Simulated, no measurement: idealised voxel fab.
process module | voxel fin reveal
cross-section cut | 180 nm wide | cells 5 nm
A cross-section is a grid of square cells, given in bands from the top down. A band is one or more rows of cells.
Each band's line starts with the height of the band's top and of its bottom, in nm. Then come its materials from left to right, each with its width in nm. One material with "throughout" fills the band from edge to edge. "air" is empty space.
Height 0 is the level under which the wafer as received is all one material. The lowest band goes on downwards, as in "0 down".
A width such as "30 to 40" changes by the same amount from each row of cells to the next, from the band's top row to its bottom row.
"no change" after a step means that no cell of the cross-section changed.
closed voids: empty space of 8 cells or more with no open way to the top, each as width x height at its distance from the left edge, in nm
after a step's settings: what the simulator itself notes on the step
overlay nm, on a step with a mask: how far to the right of its planned place the mask lay; to the left if negative
plan
1 op RECEIVE | material Si
2 op CONFORMAL_DEP | material SiN | thk nm 10
3 op DIRECTIONAL_DEP | material aC | thk nm 15
4 op PATTERN | tone cover | mask id FINS | material resist | width nm 15 | pitch nm 40 | thk nm 35 | overlay nm 0
5 op DIRECTIONAL_ETCH | etch materials aC | depth nm 15
6 op STRIP | etch materials resist
7 op DIRECTIONAL_ETCH | etch materials SiN | depth nm 10
8 op DIRECTIONAL_ETCH | etch materials Si | depth nm 35
9 op STRIP | etch materials aC
10 op FILL_DEP | material SiO2 | thk nm 10
11 op CMP | height nm 10
12 op SELECTIVE_ETCH | etch materials SiO2 | depth nm 20
13 op STRIP | etch materials SiN
first wafer, as planned
as received, after step 1
  0 down: Si throughout
  closed voids: none
after step 2
  10 to 0: SiN throughout
  below 0: unchanged
after step 3
  25 to 10: aC throughout
  below 10: unchanged
after step 4
  60 to 25: air 40 | resist 15 | air 25 | resist 15 | air 25 | resist 15 | air 45
  below 25: unchanged
after step 5
  45 to 25: air 40 | resist 15 | air 25 | resist 15 | air 25 | resist 15 | air 45
  25 to 10: air 40 | aC 15 | air 25 | aC 15 | air 25 | aC 15 | air 45
  below 10: unchanged
after step 6
  25 to 10: air 40 | aC 15 | air 25 | aC 15 | air 25 | aC 15 | air 45
  below 10: unchanged
after step 7
  25 to 10: air 40 | aC 15 | air 25 | aC 15 | air 25 | aC 15 | air 45
  10 to 0: air 40 | SiN 15 | air 25 | SiN 15 | air 25 | SiN 15 | air 45
  below 0: unchanged
after step 8
  25 to 10: air 40 | aC 15 | air 25 | aC 15 | air 25 | aC 15 | air 45
  10 to 0: air 40 | SiN 15 | air 25 | SiN 15 | air 25 | SiN 15 | air 45
  0 to -35: air 40 | Si 15 | air 25 | Si 15 | air 25 | Si 15 | air 45
  below -35: unchanged
after step 9
  10 to 0: air 40 | SiN 15 | air 25 | SiN 15 | air 25 | SiN 15 | air 45
  below 0: unchanged
after step 10
  20 to 10: SiO2 throughout
  10 to 0: SiO2 40 | SiN 15 | SiO2 25 | SiN 15 | SiO2 25 | SiN 15 | SiO2 45
  0 to -35: SiO2 40 | Si 15 | SiO2 25 | Si 15 | SiO2 25 | Si 15 | SiO2 45
  below -35: unchanged
after step 11
  10 to 0: SiO2 40 | SiN 15 | SiO2 25 | SiN 15 | SiO2 25 | SiN 15 | SiO2 45
  below 0: unchanged
after step 12
  10 to 0: air 40 | SiN 15 | air 25 | SiN 15 | air 25 | SiN 15 | air 45
  0 to -10: air 40 | Si 15 | air 25 | Si 15 | air 25 | Si 15 | air 45
  below -10: unchanged
after step 13
  0 to -10: air 40 | Si 15 | air 25 | Si 15 | air 25 | Si 15 | air 45
  below -10: unchanged
second wafer: like start, like plan, one mistake. Through step 11 it matches the first wafer
when step 12 should have ended
  10 to 0: air 40 | SiN 15 | air 25 | SiN 15 | air 25 | SiN 15 | air 45
  0 to -30: air 40 | Si 15 | air 25 | Si 15 | air 25 | Si 15 | air 45
  below -30: unchanged
when step 13 should have ended
  0 to -30: air 40 | Si 15 | air 25 | Si 15 | air 25 | Si 15 | air 45
  below -30: unchanged
what went wrong: step 12 was run twice
at the end the second wafer has, in cells: 108 fewer of SiO2
